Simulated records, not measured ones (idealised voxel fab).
process module | voxel tone inversion
cross-section cut | 190 nm wide | cells 5 nm
A cross-section is a grid of square cells, given in bands from the top down. A band is one or more rows of cells.
Each band's line starts with the height of the band's top and of its bottom, in nm. Then come its materials from left to right, each with its width in nm. One material with "throughout" fills the band from edge to edge. "air" is empty space.
Height 0 is the level under which the wafer as received is all one material. The lowest band goes on downwards, as in "0 down".
A width such as "30 to 40" changes by the same amount from each row of cells to the next, from the band's top row to its bottom row.
"no change" after a step means that no cell of the cross-section changed.
closed voids: empty space of 8 cells or more with no open way to the top, each as width x height at its distance from the left edge, in nm
after a step's settings: what the simulator itself notes on the step
overlay nm, on a step with a mask: how far to the right of its planned place the mask lay; to the left if negative
plan
1 op RECEIVE | material Si
2 op CONFORMAL_DEP | material SiN | thk nm 5
3 op DIRECTIONAL_DEP | material polySi | thk nm 15
4 op PATTERN | tone cover | mask id POSTS | material resist | width nm 15 | pitch nm 45 | thk nm 25 | overlay nm 0
5 op DIRECTIONAL_ETCH | etch materials polySi | depth nm 15
6 op STRIP | etch materials resist
7 op FILL_DEP | material SiO2 | thk nm 5
8 op CMP | height nm 20
9 op STRIP | etch materials polySi
first wafer, as planned
as received, after step 1
  0 down: Si throughout
  closed voids: none
after step 2
  5 to 0: SiN throughout
  below 0: unchanged
after step 3
  20 to 5: polySi throughout
  below 5: unchanged
after step 4
  45 to 20: air 40 | resist 15 | air 30 | resist 15 | air 30 | resist 15 | air 45
  below 20: unchanged
after step 5
  45 to 20: air 40 | resist 15 | air 30 | resist 15 | air 30 | resist 15 | air 45
  20 to 5: air 40 | polySi 15 | air 30 | polySi 15 | air 30 | polySi 15 | air 45
  below 5: unchanged
after step 6
  20 to 5: air 40 | polySi 15 | air 30 | polySi 15 | air 30 | polySi 15 | air 45
  below 5: unchanged
after step 7
  25 to 20: SiO2 throughout
  20 to 5: SiO2 40 | polySi 15 | SiO2 30 | polySi 15 | SiO2 30 | polySi 15 | SiO2 45
  below 5: unchanged
after step 8
  20 to 5: SiO2 40 | polySi 15 | SiO2 30 | polySi 15 | SiO2 30 | polySi 15 | SiO2 45
  below 5: unchanged
after step 9
  20 to 5: SiO2 40 | air 15 | SiO2 30 | air 15 | SiO2 30 | air 15 | SiO2 45
  below 5: unchanged
second wafer: like start, like plan, one mistake. Through step 3 it matches the first wafer
when step 4 should have ended
  45 to 20: air 30 | resist 15 | air 30 | resist 15 | air 30 | resist 15 | air 55
  below 20: unchanged
when step 5 should have ended
  45 to 20: air 30 | resist 15 | air 30 | resist 15 | air 30 | resist 15 | air 55
  20 to 5: air 30 | polySi 15 | air 30 | polySi 15 | air 30 | polySi 15 | air 55
  below 5: unchanged
when step 6 should have ended
  20 to 5: air 30 | polySi 15 | air 30 | polySi 15 | air 30 | polySi 15 | air 55
  below 5: unchanged
when step 7 should have ended
  25 to 20: SiO2 throughout
  20 to 5: SiO2 30 | polySi 15 | SiO2 30 | polySi 15 | SiO2 30 | polySi 15 | SiO2 55
  below 5: unchanged
when step 8 should have ended
  20 to 5: SiO2 30 | polySi 15 | SiO2 30 | polySi 15 | SiO2 30 | polySi 15 | SiO2 55
  below 5: unchanged
when step 9 should have ended
  20 to 5: SiO2 30 | air 15 | SiO2 30 | air 15 | SiO2 30 | air 15 | SiO2 55
  below 5: unchanged
what went wrong: step 4 ran as: op PATTERN | tone cover | mask id POSTS | material resist | width nm 15 | pitch nm 45 | thk nm 25 | overlay nm -10
at the end the second wafer has, in cells: as many of each material as the first, in other places
